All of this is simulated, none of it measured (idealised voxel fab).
process module | voxel capacitor over wiring
cross-section cut | 295 nm wide | cells 5 nm
A cross-section is a grid of square cells, given in bands from the top down. A band is one or more rows of cells.
Each band's line starts with the height of the band's top and of its bottom, in nm. Then come its materials from left to right, each with its width in nm. One material with "throughout" fills the band from edge to edge. "air" is empty space.
Height 0 is the level under which the wafer as received is all one material. The lowest band goes on downwards, as in "0 down".
A width such as "30 to 40" changes by the same amount from each row of cells to the next, from the band's top row to its bottom row.
"no change" after a step means that no cell of the cross-section changed.
closed voids: empty space of 8 cells or more with no open way to the top, each as width x height at its distance from the left edge, in nm
after a step's settings: what the simulator itself notes on the step
overlay nm, on a step with a mask: how far to the right of its planned place the mask lay; to the left if negative
plan
1 op RECEIVE | material Si
2 op CONFORMAL_DEP | material SiO2 | thk nm 15
3 op DIRECTIONAL_DEP | material TiN | thk nm 5
4 op DIRECTIONAL_DEP | material W | thk nm 15
5 op PATTERN | tone cover | mask id METAL_1 | material resist | width nm 25 | pitch nm 95 | thk nm 15 | overlay nm 0
6 op DIRECTIONAL_ETCH | etch materials W | depth nm 15
7 op DIRECTIONAL_ETCH | etch materials TiN | depth nm 5
8 op STRIP | etch materials resist
9 op CONFORMAL_DEP | material SiCN | thk nm 5
10 op FILL_DEP | material SiO2 | thk nm 5
11 op CMP | height nm 35
12 op CONFORMAL_DEP | material SiCN | thk nm 5
13 op DIRECTIONAL_DEP | material lowk | thk nm 15
14 op MASKED_ETCH | tone open | mask id PLUG_1 | width nm 15 | etch materials lowk | depth nm 15 | overlay nm 0
15 op MASKED_ETCH | tone open | mask id PLUG_1 | width nm 15 | etch materials SiCN | depth nm 5 | overlay nm 0
16 op CONFORMAL_DEP | material TiN | thk nm 5
17 op FILL_DEP | material Ru | thk nm 5
18 op CMP | height nm 55
19 op DIRECTIONAL_DEP | material TiN | thk nm 5
20 op DIRECTIONAL_DEP | material Al2O3 | thk nm 5
21 op DIRECTIONAL_DEP | material TiN | thk nm 5
22 op DIRECTIONAL_DEP | material aC | thk nm 15
23 op PATTERN | tone cover | mask id UPPER_PLATE | material resist | width nm 75 | thk nm 35 | overlay nm 0
24 op DIRECTIONAL_ETCH | etch materials aC | depth nm 15
25 op STRIP | etch materials resist
26 op DIRECTIONAL_ETCH | etch materials TiN | depth nm 5
27 op DIRECTIONAL_ETCH | etch materials Al2O3 | depth nm 5
28 op STRIP | etch materials aC
29 op DIRECTIONAL_DEP | material aC | thk nm 10
30 op PATTERN | tone cover | mask id LOWER_PLATE | material resist | width nm 85 | thk nm 25 | overlay nm 0
31 op DIRECTIONAL_ETCH | etch materials aC | depth nm 10
32 op STRIP | etch materials resist
33 op DIRECTIONAL_ETCH | etch materials TiN | depth nm 5
34 op STRIP | etch materials aC
35 op FILL_DEP | material SiO2 | thk nm 20
36 op CMP | height nm 85
37 op PATTERN | tone open | mask id PLUG_2 | material resist | width nm 15 | thk nm 20 | overlay nm 0
38 op DIRECTIONAL_ETCH | etch materials SiO2 | depth nm 15
39 op STRIP | etch materials resist
40 op CONFORMAL_DEP | material TiN | thk nm 5
41 op FILL_DEP | material W | thk nm 5
42 op CMP | height nm 85
43 op CONFORMAL_DEP | material SiN | thk nm 5
as received, after step 1
  0 down: Si throughout
  closed voids: none
first wafer at the end, as planned
  90 to 85: SiN throughout
  85 to 75: SiO2 105 | TiN 5 | W 5 | TiN 5 | SiO2 175
  75 to 65: SiO2 105 to 95 | TiN 15 to 75 | SiO2 175 to 125
  65 to 60: SiO2 95 | Al2O3 75 | SiO2 125
  60 to 55: SiO2 90 | TiN 85 | SiO2 120
  55 to 40: lowk 95 | TiN 5 | Ru 5 | TiN 5 | lowk 185
  40 to 35: SiCN 95 | TiN 15 | SiCN 185
  35 to 20: SiO2 80 | SiCN 5 | W 25 | SiCN 5 | SiO2 60 | SiCN 5 | W 25 | SiCN 5 | SiO2 85
  20 to 15: SiCN 85 | TiN 25 | SiCN 70 | TiN 25 | SiCN 90
  15 to 0: SiO2 throughout
  0 down: Si throughout
  closed voids: none
second wafer at the end: like start, like plan, one mistake
  90 to 85: SiN throughout
  85 to 75: SiO2 105 | TiN 5 | W 5 | TiN 5 | SiO2 175
  75 to 65: SiO2 105 to 95 | TiN 15 to 75 | SiO2 175 to 125
  65 to 60: SiO2 95 | Al2O3 75 | SiO2 125
  60 to 55: SiO2 90 | TiN 85 | SiO2 120
  55 to 40: lowk 95 | TiN 5 | Ru 5 | TiN 5 | lowk 185
  40 to 35: SiCN 95 | TiN 15 | SiCN 185
  35 to 25: SiO2 80 | SiCN 5 | W 25 | SiCN 5 | SiO2 60 | SiCN 5 | W 25 | SiCN 5 | SiO2 85
  25 to 20: SiCN 85 | TiN 25 | SiCN 70 | TiN 25 | SiCN 90
  20 to 0: SiO2 throughout
  0 down: Si throughout
  closed voids: none
what went wrong: step 2 ran as: op CONFORMAL_DEP | material SiO2 | thk nm 20
at the end the second wafer has, in cells: 4 fewer of SiCN | 14 more of SiO2 | 10 fewer of W
